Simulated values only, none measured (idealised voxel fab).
Presented below is a process module, voxel self aligned vias.
The width of the displayed cross-section, cut, is 140 nm; its cells are square, with a size of 5 nm.
Cross-section = grid of square cells, listed top down in bands; band = one or more rows.
First you get the band's top height and its bottom height, in nm, and then the materials it's made of, left to right, with each width in nm. If you see a single material with "throughout", that one covers the band edge to edge. "air" is empty space.
Basically, 0 is our baseline, since under it the wafer straight out of the box is all one material. The bottom band has no lower end and keeps on going down, so it looks like "0 nm and below".
It should be noted that a width expressed as "30 to 40" varies in equal increments from row to row of cells within the band, taking the value of the first number at the top row and that of the second number at the bottom row.
The cross-section has no changed cell in any step marked "no change occurred".
In "Voids lacking openings" the enclosed voids are listed, meaning empty spaces of 8 cells or larger without any opening to the top. The form is width x height at distance, distance from the left edge, units nm.
Past the settings on a step's line: simulator remark, on that step.
On any step carrying a mask, the "overlay nm" setting, if present on the step's line, tells how far right of its planned place the mask lay; negative values point to the left.

[The following list gives the planned process steps]
1,RECEIVE,material Si
2,CONFORMAL_DEP,material SiO2,thk nm 10
3,CONFORMAL_DEP,material SiCN,thk nm 5
4,DIRECTIONAL_DEP,material lowk,thk nm 20
5,MASKED_ETCH,tone open,mask id LINES,width nm 30,pitch nm 70,etch materials lowk,depth nm 20,overlay nm 0
6,CONFORMAL_DEP,material TiN,thk nm 5
7,FILL_DEP,material Ru,thk nm 5
8,CMP,height nm 35
9,SELECTIVE_ETCH,etch materials W Ru TiN,depth nm 5
10,FILL_DEP,material SiN,thk nm 10
11,CMP,height nm 35
12,DIRECTIONAL_DEP,material lowk,thk nm 20
13,PATTERN,tone open,mask id VIAS,material resist,width nm 40,thk nm 20,overlay nm 0
14,DIRECTIONAL_ETCH,etch materials lowk,depth nm 20
15,DIRECTIONAL_ETCH,etch materials SiN,depth nm 5
16,STRIP,etch materials resist
17,CONFORMAL_DEP,material TiN,thk nm 5
18,FILL_DEP,material Cu,thk nm 10
19,CMP,height nm 55
20,CONFORMAL_DEP,material SiCN,thk nm 5

[Below: the first of two wafers, run as planned]

[So this is the incoming wafer in cross-section - it's already been through step 1]
	0 nm and below | Si throughout
	Voids lacking openings: none

[So this is the wafer cross-section right after step 2]
	10 nm to 0 nm | SiO2 throughout
	At heights below 0, the structure remains unaltered.

[So this is the wafer cross-section right after step 3]
	15 nm to 10 nm | SiCN throughout
	At heights below 10, the structure remains unaltered.

[So this is the wafer cross-section right after step 4]
	35 nm to 15 nm | lowk throughout
	At heights below 15, the structure remains unaltered.

[So this is the wafer cross-section right after step 5]
	35 nm to 15 nm | lowk=20 / air=30 / lowk=40 / air=30 / lowk=20
	At heights below 15, the structure remains unaltered.

[So this is the wafer cross-section right after step 6]
	40 nm to 35 nm | TiN=25 / air=20 / TiN=50 / air=20 / TiN=25
	35 nm to 20 nm | lowk=20 / TiN=5 / air=20 / TiN=5 / lowk=40 / TiN=5 / air=20 / TiN=5 / lowk=20
	20 nm to 15 nm | lowk=20 / TiN=30 / lowk=40 / TiN=30 / lowk=20
	At heights below 15, the structure remains unaltered.

[So this is the wafer cross-section right after step 7]
	45 nm to 40 nm | Ru throughout
	40 nm to 35 nm | TiN=25 / Ru=20 / TiN=50 / Ru=20 / TiN=25
	35 nm to 20 nm | lowk=20 / TiN=5 / Ru=20 / TiN=5 / lowk=40 / TiN=5 / Ru=20 / TiN=5 / lowk=20
	At heights below 20, the structure remains unaltered.

[So this is the wafer cross-section right after step 8]
	35 nm to 20 nm | lowk=20 / TiN=5 / Ru=20 / TiN=5 / lowk=40 / TiN=5 / Ru=20 / TiN=5 / lowk=20
	At heights below 20, the structure remains unaltered.

[So this is the wafer cross-section right after step 9]
	35 nm to 30 nm | lowk=20 / air=30 / lowk=40 / air=30 / lowk=20
	At heights below 30, the structure remains unaltered.

[So this is the wafer cross-section right after step 10]
	45 nm to 35 nm | SiN throughout
	35 nm to 30 nm | lowk=20 / SiN=30 / lowk=40 / SiN=30 / lowk=20
	At heights below 30, the structure remains unaltered.

[So this is the wafer cross-section right after step 11]
	35 nm to 30 nm | lowk=20 / SiN=30 / lowk=40 / SiN=30 / lowk=20
	At heights below 30, the structure remains unaltered.

[So this is the wafer cross-section right after step 12]
	55 nm to 35 nm | lowk throughout
	At heights below 35, the structure remains unaltered.

[So this is the wafer cross-section right after step 13]
	75 nm to 55 nm | resist=15 / air=40 / resist=85
	At heights below 55, the structure remains unaltered.

[So this is the wafer cross-section right after step 14]
	75 nm to 55 nm | resist=15 / air=40 / resist=85
	55 nm to 35 nm | lowk=15 / air=40 / lowk=85
	At heights below 35, the structure remains unaltered.

[So this is the wafer cross-section right after step 15]
	75 nm to 55 nm | resist=15 / air=40 / resist=85
	55 nm to 35 nm | lowk=15 / air=40 / lowk=85
	35 nm to 30 nm | lowk=20 / air=30 / lowk=40 / SiN=30 / lowk=20
	At heights below 30, the structure remains unaltered.

[So this is the wafer cross-section right after step 16]
	55 nm to 35 nm | lowk=15 / air=40 / lowk=85
	At heights below 35, the structure remains unaltered.

[So this is the wafer cross-section right after step 17]
	60 nm to 55 nm | TiN=20 / air=30 / TiN=90
	55 nm to 40 nm | lowk=15 / TiN=5 / air=30 / TiN=5 / lowk=85
	40 nm to 35 nm | lowk=15 / TiN=10 / air=20 / TiN=10 / lowk=85
	35 nm to 30 nm | lowk=20 / TiN=30 / lowk=40 / SiN=30 / lowk=20
	At heights below 30, the structure remains unaltered.

[So this is the wafer cross-section right after step 18]
	70 nm to 60 nm | Cu throughout
	60 nm to 55 nm | TiN=20 / Cu=30 / TiN=90
	55 nm to 40 nm | lowk=15 / TiN=5 / Cu=30 / TiN=5 / lowk=85
	40 nm to 35 nm | lowk=15 / TiN=10 / Cu=20 / TiN=10 / lowk=85
	At heights below 35, the structure remains unaltered.

[So this is the wafer cross-section right after step 19]
	55 nm to 40 nm | lowk=15 / TiN=5 / Cu=30 / TiN=5 / lowk=85
	At heights below 40, the structure remains unaltered.

[So this is the wafer cross-section right after step 20]
	60 nm to 55 nm | SiCN throughout
	At heights below 55, the structure remains unaltered.

[Wafer two. Same start, same plan, one slip in execution. Same as wafer one through step 4, inclusive]

[Look at the second wafer in cross-section at the time step 5 ought to have finished]
	35 nm to 15 nm | lowk=15 / air=40 / lowk=30 / air=40 / lowk=15
	At heights below 15, the structure remains unaltered.

[Look at the second wafer in cross-section at the time step 6 ought to have finished]
	40 nm to 35 nm | TiN=20 / air=30 / TiN=40 / air=30 / TiN=20
	35 nm to 20 nm | lowk=15 / TiN=5 / air=30 / TiN=5 / lowk=30 / TiN=5 / air=30 / TiN=5 / lowk=15
	20 nm to 15 nm | lowk=15 / TiN=40 / lowk=30 / TiN=40 / lowk=15
	At heights below 15, the structure remains unaltered.

[Look at the second wafer in cross-section at the time step 7 ought to have finished]
	45 nm to 40 nm | Ru throughout
	40 nm to 35 nm | TiN=20 / Ru=30 / TiN=40 / Ru=30 / TiN=20
	35 nm to 20 nm | lowk=15 / TiN=5 / Ru=30 / TiN=5 / lowk=30 / TiN=5 / Ru=30 / TiN=5 / lowk=15
	At heights below 20, the structure remains unaltered.

[Look at the second wafer in cross-section at the time step 8 ought to have finished]
	35 nm to 20 nm | lowk=15 / TiN=5 / Ru=30 / TiN=5 / lowk=30 / TiN=5 / Ru=30 / TiN=5 / lowk=15
	At heights below 20, the structure remains unaltered.

[Look at the second wafer in cross-section at the time step 9 ought to have finished]
	35 nm to 30 nm | lowk=15 / air=40 / lowk=30 / air=40 / lowk=15
	At heights below 30, the structure remains unaltered.

[Look at the second wafer in cross-section at the time step 10 ought to have finished]
	45 nm to 35 nm | SiN throughout
	35 nm to 30 nm | lowk=15 / SiN=40 / lowk=30 / SiN=40 / lowk=15
	At heights below 30, the structure remains unaltered.

[Look at the second wafer in cross-section at the time step 11 ought to have finished]
	35 nm to 30 nm | lowk=15 / SiN=40 / lowk=30 / SiN=40 / lowk=15
	At heights below 30, the structure remains unaltered.

[Look at the second wafer in cross-section at the time step 12 ought to have finished]
	55 nm to 35 nm | lowk throughout
	At heights below 35, the structure remains unaltered.

[Look at the second wafer in cross-section at the time step 13 ought to have finished]
	75 nm to 55 nm | resist=15 / air=40 / resist=85
	At heights below 55, the structure remains unaltered.

[Look at the second wafer in cross-section at the time step 14 ought to have finished]
	75 nm to 55 nm | resist=15 / air=40 / resist=85
	55 nm to 35 nm | lowk=15 / air=40 / lowk=85
	At heights below 35, the structure remains unaltered.

[Look at the second wafer in cross-section at the time step 15 ought to have finished]
	75 nm to 55 nm | resist=15 / air=40 / resist=85
	55 nm to 35 nm | lowk=15 / air=40 / lowk=85
	35 nm to 30 nm | lowk=15 / air=40 / lowk=30 / SiN=40 / lowk=15
	At heights below 30, the structure remains unaltered.

[Look at the second wafer in cross-section at the time step 16 ought to have finished]
	55 nm to 35 nm | lowk=15 / air=40 / lowk=85
	At heights below 35, the structure remains unaltered.

[Look at the second wafer in cross-section at the time step 17 ought to have finished]
	60 nm to 55 nm | TiN=20 / air=30 / TiN=90
	55 nm to 35 nm | lowk=15 / TiN=5 / air=30 / TiN=5 / lowk=85
	35 nm to 30 nm | lowk=15 / TiN=40 / lowk=30 / SiN=40 / lowk=15
	At heights below 30, the structure remains unaltered.

[Look at the second wafer in cross-section at the time step 18 ought to have finished]
	70 nm to 60 nm | Cu throughout
	60 nm to 55 nm | TiN=20 / Cu=30 / TiN=90
	55 nm to 35 nm | lowk=15 / TiN=5 / Cu=30 / TiN=5 / lowk=85
	At heights below 35, the structure remains unaltered.

[Look at the second wafer in cross-section at the time step 19 ought to have finished]
	55 nm to 35 nm | lowk=15 / TiN=5 / Cu=30 / TiN=5 / lowk=85
	At heights below 35, the structure remains unaltered.

[Look at the second wafer in cross-section at the time step 20 ought to have finished]
	60 nm to 55 nm | SiCN throughout
	At heights below 55, the structure remains unaltered.
Where did the run depart from the plan? step 5 ran as: MASKED_ETCH,tone open,mask id LINES,width nm 40,pitch nm 70,etch materials lowk,depth nm 20,overlay nm 0
Final tally in cells, some materials are higher or lower on the second wafer than on the first: Cu +2; Ru +8; SiN +2; TiN +4; lowk -16
